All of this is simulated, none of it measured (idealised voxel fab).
Documented hereafter: the process module known as voxel released beams.
The figure presents cross-section cut, which has a width of 235 nm and is divided into square cells with an edge length of 5 nm.
We lay out every cross-section as a grid of square cells and spell it out in bands from the top down, where one band means one or more rows of cells. In this notation a band is specified by the heights of its top and bottom, in that order and in nm, after which its materials appear from left to right, each paired with its width in nm. The word "full width" attached to a single material means that material fills the band from edge to edge; the word "blank" stands for empty space. Beneath 0, the wafer as received is one material, and that level is where height counting begins. The lowest band goes on downward without a bottom; it is written like "0 and below". You'd read "30 to 40" like this: the band's top row of cells is as wide as the first number, its bottom row is as wide as the second, and going down, every row changes width by the same amount as the row before did. Basically "remained unchanged" means that step didn't change any cell in the cross-section. "Trapped voids" contains a list of empty spaces, each no smaller than 8 cells and without an open way to the top, written in the form width x height at distance with the distance from the left edge and all three in nm. Note: text after step settings on the step line = simulator remark on that step. When a step includes a mask, the "overlay nm" setting on its line states how far to the right of its planned place that mask lay, and negative values state how far to the left.
-- So here's the lineup of process steps we planned
1) RECEIVE with material Si
2) CONFORMAL_DEP with material Al2O3, thk nm 5
3) DIRECTIONAL_DEP with material SiO2, thk nm 20
4) MASKED_ETCH with tone open, mask id ANCHOR, width nm 25, etch materials SiO2, depth nm 20, overlay nm 0
5) CONFORMAL_DEP with material W, thk nm 10
6) DIRECTIONAL_DEP with material aC, thk nm 10
7) PATTERN with tone cover, mask id BEAM, material resist, width nm 70, thk nm 25, overlay nm 0
8) DIRECTIONAL_ETCH with etch materials aC, depth nm 10
9) STRIP with etch materials resist
10) DIRECTIONAL_ETCH with etch materials W, depth nm 10
11) STRIP with etch materials aC
12) STRIP with etch materials SiO2
The plan shows the width nm of step 7 as the first wafer had it; this setting differs between the wafers, which start out alike.
-- The first of several wafers in cross-section, exactly as it reached us after step 1
- 0 and below = Si full width
- Trapped voids: none
-- What follows is a table in which each wafer occupies a row; for the wafer as it stands at the close of the module, the row states, material by material, how many cells have been gained (+) or lost (-) since receipt, and then gives its closed voids
width nm 70; +47 Al2O3; +44 W; Trapped voids: none
width nm 75; +47 Al2O3; +46 W; Trapped voids: none
width nm 80; +47 Al2O3; +48 W; Trapped voids: none
width nm 85; +47 Al2O3; +50 W; Trapped voids: none
width nm 90; +47 Al2O3; +52 W; Trapped voids: none
width nm 95; +47 Al2O3; +54 W; Trapped voids: none
